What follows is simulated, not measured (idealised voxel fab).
process module | voxel capacitor over wiring
cross-section cut | 295 nm wide | cells 5 nm
A cross-section is a grid of square cells, given in bands from the top down. A band is one or more rows of cells.
Each band's line starts with the height of the band's top and of its bottom, in nm. Then come its materials from left to right, each with its width in nm. One material with "throughout" fills the band from edge to edge. "air" is empty space.
Height 0 is the level under which the wafer as received is all one material. The lowest band goes on downwards, as in "0 down".
A width such as "30 to 40" changes by the same amount from each row of cells to the next, from the band's top row to its bottom row.
"no change" after a step means that no cell of the cross-section changed.
closed voids: empty space of 8 cells or more with no open way to the top, each as width x height at its distance from the left edge, in nm
after a step's settings: what the simulator itself notes on the step
overlay nm, on a step with a mask: how far to the right of its planned place the mask lay; to the left if negative
plan
1 op RECEIVE | material Si
2 op CONFORMAL_DEP | material SiO2 | thk nm 15
3 op CONFORMAL_DEP | material SiCN | thk nm 5
4 op DIRECTIONAL_DEP | material SiO2 | thk nm 25
5 op PATTERN | tone open | mask id METAL_1 | material resist | width nm 30 | pitch nm 95 | thk nm 20 | overlay nm 0
6 op DIRECTIONAL_ETCH | etch materials SiO2 | depth nm 25
7 op DIRECTIONAL_ETCH | etch materials SiCN | depth nm 5
8 op STRIP | etch materials resist
9 op CONFORMAL_DEP | material TiN | thk nm 5
10 op FILL_DEP | material Cu | thk nm 10
11 op CMP | height nm 45
12 op CONFORMAL_DEP | material SiCN | thk nm 5
13 op DIRECTIONAL_DEP | material SiO2 | thk nm 10
14 op MASKED_ETCH | tone open | mask id PLUG_1 | width nm 15 | etch materials SiO2 | depth nm 10 | overlay nm 0
15 op MASKED_ETCH | tone open | mask id PLUG_1 | width nm 15 | etch materials SiCN | depth nm 5 | overlay nm 0
16 op EPI | material Ru | thk nm 10
17 op EPI | material Ru | thk nm 5
18 op DIRECTIONAL_DEP | material TiN | thk nm 5
19 op DIRECTIONAL_DEP | material SiN | thk nm 5
20 op DIRECTIONAL_DEP | material TiN | thk nm 5
21 op MASKED_ETCH | tone cover | mask id UPPER_PLATE | width nm 70 | etch materials TiN | depth nm 5 | overlay nm 0
22 op MASKED_ETCH | tone cover | mask id UPPER_PLATE | width nm 70 | etch materials SiN | depth nm 5 | overlay nm 0
23 op DIRECTIONAL_DEP | material aC | thk nm 15
24 op PATTERN | tone cover | mask id LOWER_PLATE | material resist | width nm 80 | thk nm 35 | overlay nm 0
25 op DIRECTIONAL_ETCH | etch materials aC | depth nm 15
26 op STRIP | etch materials resist
27 op DIRECTIONAL_ETCH | etch materials TiN | depth nm 5
28 op STRIP | etch materials aC
29 op FILL_DEP | material SiO2 | thk nm 15
30 op CMP | height nm 85
31 op DIRECTIONAL_DEP | material aC | thk nm 10
32 op PATTERN | tone open | mask id PLUG_2 | material resist | width nm 15 | thk nm 25 | overlay nm 0
33 op DIRECTIONAL_ETCH | etch materials aC | depth nm 10
34 op STRIP | etch materials resist
35 op DIRECTIONAL_ETCH | etch materials SiO2 | depth nm 10
36 op STRIP | etch materials aC
37 op CONFORMAL_DEP | material TiN | thk nm 5
38 op FILL_DEP | material Ru | thk nm 5
39 op CMP | height nm 85
40 op CONFORMAL_DEP | material SiCN | thk nm 5
as received, after step 1
  0 down: Si throughout
  closed voids: none
a wafer at the end: this start, this plan, one mistake
  90 to 85: SiCN throughout
  85 to 80: SiO2 100 | Ru 70 | SiO2 125
  80 to 75: Ru throughout
  75 to 70: Ru 100 | TiN 70 | Ru 125
  70 to 65: Ru 100 | SiN 70 | Ru 125
  65 to 60: TiN throughout
  60 to 50: SiO2 100 | Ru 15 | SiO2 180
  50 to 45: SiCN 100 | Ru 15 | SiCN 180
  45 to 20: SiO2 85 | TiN 5 | Cu 20 | TiN 5 | SiO2 65 | TiN 5 | Cu 20 | TiN 5 | SiO2 85
  20 to 15: SiCN 85 | TiN 30 | SiCN 65 | TiN 30 | SiCN 85
  15 to 0: SiO2 throughout
  0 down: Si throughout
  closed voids: none
what went wrong: step 23 ran as: op DIRECTIONAL_DEP | material Ru | thk nm 15
